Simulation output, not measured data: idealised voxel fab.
voxel transistor to metal: a process module
We display cut, a cross-section 175 nm in width whose square cells are each 5 nm.
Notation: cross-section as square-cell grid; stated in bands, top first, going down; one or more cell rows per band. In this notation a band is specified by the heights of its top and bottom, in that order and in nm, after which its materials appear from left to right, each paired with its width in nm. The word "throughout" attached to a single material means that material fills the band from edge to edge; the word "blank" stands for empty space. Zero point of the height axis is 0; under it, received wafer = one material. Lowest band: continues down indefinitely, "from 0 down". Width spec "30 to 40" -> top row of cells at first value, bottom row at second value, equal per-row change in between. Basically "all unchanged" means that step didn't change any cell in the cross-section. "Closed void inventory" specifies each empty space that is not open to the top and that occupies no fewer than 8 cells, using the form width x height at distance, the distance measured from the left edge and all three quantities in nm. That trailing text on a step's line, after the settings, is the simulator's own remark on the step. overlay nm: step with mask; distance mask lay right of planned place; negative value = left of planned place.

Intended process steps
1. RECEIVE [material Si]
2. OXIDIZE [depth nm 5]
3. CONFORMAL_DEP [material SiN] [thk nm 10]
4. DIRECTIONAL_DEP [material aC] [thk nm 15]
5. PATTERN [tone cover] [mask id ACTIVE] [material resist] [width nm 115] [thk nm 35] [overlay nm 0]
6. DIRECTIONAL_ETCH [etch materials aC] [depth nm 15]
7. STRIP [etch materials resist]
8. DIRECTIONAL_ETCH [etch materials SiN] [depth nm 10]
9. DIRECTIONAL_ETCH [etch materials SiO2] [depth nm 5]
10. DIRECTIONAL_ETCH [etch materials Si] [depth nm 20]
11. STRIP [etch materials aC]
12. OXIDIZE [depth nm 5]
13. FILL_DEP [material SiO2] [thk nm 5]
14. CMP [height nm 10]
15. SELECTIVE_ETCH [etch materials SiO2] [depth nm 10]
16. STRIP [etch materials SiN]
17. SELECTIVE_ETCH [etch materials SiO2] [depth nm 5]
18. OXIDIZE [depth nm 5]
19. DIRECTIONAL_DEP [material polySi] [thk nm 30]
20. DIRECTIONAL_DEP [material SiCN] [thk nm 10]
21. PATTERN [tone cover] [mask id GATE] [material resist] [width nm 25] [thk nm 15] [overlay nm 0]
22. DIRECTIONAL_ETCH [etch materials SiCN] [depth nm 20]
23. DIRECTIONAL_ETCH [etch materials polySi] [depth nm 40]
24. STRIP [etch materials resist]
25. CONFORMAL_DEP [material SiO2] [thk nm 5]
26. DIRECTIONAL_ETCH [etch materials SiO2] [depth nm 5]
27. CONFORMAL_DEP [material SiN] [thk nm 10]
28. DIRECTIONAL_ETCH [etch materials SiN] [depth nm 10]
29. DIRECTIONAL_ETCH [etch materials SiO2] [depth nm 5]
30. DIRECTIONAL_ETCH [etch materials Si] [depth nm 5]
31. EPI [material pSi] [thk nm 5]
32. FILL_DEP [material SiO2] [thk nm 5]
33. CMP [height nm 25]
34. STRIP [etch materials polySi]
35. SELECTIVE_ETCH [etch materials SiO2] [depth nm 5]
36. CONFORMAL_DEP [material HfO2] [thk nm 5]
37. CONFORMAL_DEP [material TiN] [thk nm 5]
38. FILL_DEP [material W] [thk nm 5]
39. CMP [height nm 20]
40. DIRECTIONAL_DEP [material SiO2] [thk nm 10]
41. MASKED_ETCH [tone open] [mask id CONTACT] [width nm 20] [pitch nm 75] [etch materials SiO2] [depth nm 40] [overlay nm 0]
42. CONFORMAL_DEP [material TiN] [thk nm 5]
43. FILL_DEP [material W] [thk nm 5]
44. CMP [height nm 30]
45. CONFORMAL_DEP [material SiCN] [thk nm 5]
46. DIRECTIONAL_DEP [material lowk] [thk nm 25]
47. PATTERN [tone open] [mask id METAL_1] [material resist] [width nm 20] [pitch nm 75] [thk nm 20] [overlay nm 0]
48. DIRECTIONAL_ETCH [etch materials lowk] [depth nm 25]
49. DIRECTIONAL_ETCH [etch materials SiCN] [depth nm 5]
50. STRIP [etch materials resist]
51. CONFORMAL_DEP [material TiN] [thk nm 5]
52. FILL_DEP [material W] [thk nm 5]
53. CMP [height nm 60]
54. EPI [material Ru] [thk nm 5]
55. FILL_DEP [material SiCN] [thk nm 5]
56. DIRECTIONAL_DEP [material lowk] [thk nm 25]
57. PATTERN [tone open] [mask id METAL_2] [material resist] [width nm 20] [pitch nm 75] [thk nm 15] [overlay nm 0]
58. DIRECTIONAL_ETCH [etch materials lowk] [depth nm 15]
59. STRIP [etch materials resist]
60. PATTERN [tone open] [mask id METAL_2_HOLES] [material resist] [width nm 15] [pitch nm 75] [thk nm 15] [overlay nm 0]
61. DIRECTIONAL_ETCH [etch materials lowk] [depth nm 10]
62. DIRECTIONAL_ETCH [etch materials SiCN] [depth nm 5]
63. STRIP [etch materials resist]
64. CONFORMAL_DEP [material TiN] [thk nm 5]
65. FILL_DEP [material Cu] [thk nm 5]
66. CMP [height nm 95]
67. CONFORMAL_DEP [material SiN] [thk nm 5]

Cross-section, incoming material, after step 1
> from 0 down: Si throughout
> Closed void inventory: none

Cross-section: first of two wafers, module finished, run according to plan
> from 100 to 95: SiN throughout
> from 95 to 85: 40 of lowk, 5 of TiN, 10 of Cu, 5 of TiN, 55 of lowk, 5 of TiN, 10 of Cu, 5 of TiN, 40 of lowk
> from 85 to 80: 40 of lowk, 5 of TiN, 5 of Cu, 10 of TiN, 55 of lowk, 5 of TiN, 5 of Cu, 10 of TiN, 40 of lowk
> from 80 to 70: 40 of lowk, 5 of TiN, 5 of Cu, 5 of TiN, 60 of lowk, 5 of TiN, 5 of Cu, 5 of TiN, 45 of lowk
> from 70 to 65: 40 of SiCN, 15 of TiN, 60 of SiCN, 15 of TiN, 45 of SiCN
> from 65 to 60: 35 of SiCN, 30 of Ru, 45 of SiCN, 30 of Ru, 35 of SiCN
> from 60 to 35: 40 of lowk, 5 of TiN, 10 of W, 5 of TiN, 55 of lowk, 5 of TiN, 10 of W, 5 of TiN, 40 of lowk
> from 35 to 30: 40 of SiCN, 20 of TiN, 55 of SiCN, 20 of TiN, 40 of SiCN
> from 30 to 20: 40 of SiO2, 5 of TiN, 10 of W, 5 of TiN, 55 of SiO2, 5 of TiN, 10 of W, 5 of TiN, 40 of SiO2
> from 20 to 0: 40 of SiO2, 5 of TiN, 10 of W, 5 of TiN, 10 of SiN, 5 of HfO2, 5 of TiN, 15 of W, 5 of TiN, 5 of HfO2, 10 of SiN, 5 of TiN, 10 of W, 5 of TiN, 40 of SiO2
> from 0 to -5: 40 of SiO2, 5 of TiN, 5 of W, 10 of TiN, 10 of SiN, 5 of HfO2, 25 of TiN, 5 of HfO2, 10 of SiN, 10 of TiN, 5 of W, 5 of TiN, 40 of SiO2
> from -5 to -10: 40 of SiO2, 15 of TiN, 5 of pSi, 10 of SiO2, 35 of HfO2, 10 of SiO2, 5 of pSi, 15 of TiN, 40 of SiO2
> from -10 to -15: 35 of SiO2, 25 of pSi, 55 of Si, 25 of pSi, 35 of SiO2
> from -15 to -30: 35 of SiO2, 105 of Si, 35 of SiO2
> from -30 down: Si throughout
> Closed void inventory: none

Now the second wafer, cross-sectioned at the end of the module. Nothing different at the start, nothing different in the plan compared with the first, just one mistake when it was actually run
> from 100 to 95: SiN throughout
> from 95 to 85: 40 of lowk, 5 of TiN, 10 of Cu, 5 of TiN, 55 of lowk, 5 of TiN, 10 of Cu, 5 of TiN, 40 of lowk
> from 85 to 80: 40 of lowk, 5 of TiN, 5 of Cu, 10 of TiN, 55 of lowk, 5 of TiN, 5 of Cu, 10 of TiN, 40 of lowk
> from 80 to 70: 40 of lowk, 5 of TiN, 5 of Cu, 5 of TiN, 60 of lowk, 5 of TiN, 5 of Cu, 5 of TiN, 45 of lowk
> from 70 to 65: 40 of SiCN, 15 of TiN, 60 of SiCN, 15 of TiN, 45 of SiCN
> from 65 to 60: 35 of SiCN, 30 of Ru, 45 of SiCN, 30 of Ru, 35 of SiCN
> from 60 to 35: 40 of lowk, 5 of TiN, 10 of W, 5 of TiN, 55 of lowk, 5 of TiN, 10 of W, 5 of TiN, 40 of lowk
> from 35 to 30: 40 of SiCN, 20 of TiN, 55 of SiCN, 20 of TiN, 40 of SiCN
> from 30 to 20: 40 of SiO2, 5 of TiN, 10 of W, 5 of TiN, 55 of SiO2, 5 of TiN, 10 of W, 5 of TiN, 40 of SiO2
> from 20 to 0: 40 of SiO2, 5 of TiN, 10 of W, 5 of TiN, 5 of SiO2, 10 of SiN, 5 of HfO2, 5 of TiN, 5 of W, 5 of TiN, 5 of HfO2, 10 of SiN, 5 of SiO2, 5 of TiN, 10 of W, 5 of TiN, 40 of SiO2
> from 0 to -5: 40 of SiO2, 5 of TiN, 10 of W, 5 of TiN, 5 of SiO2, 10 of SiN, 5 of HfO2, 15 of TiN, 5 of HfO2, 10 of SiN, 5 of SiO2, 5 of TiN, 10 of W, 5 of TiN, 40 of SiO2
> from -5 to -10: 40 of SiO2, 20 of TiN, 5 of pSi, 10 of SiN, 25 of HfO2, 10 of SiN, 5 of pSi, 20 of TiN, 40 of SiO2
> from -10 to -15: 30 of SiO2, 35 of pSi, 45 of Si, 35 of pSi, 30 of SiO2
> from -15 to -30: 35 of SiO2, 105 of Si, 35 of SiO2
> from -30 down: Si throughout
> Closed void inventory: none
Short version of what went wrong: skipped: plan step 25 (never run)
Counted in cells at the end, the second wafer holds more or fewer of these materials than the first: -2 HfO2; -2 Si; +4 SiN; +4 SiO2; -2 TiN; -6 W; +4 pSi
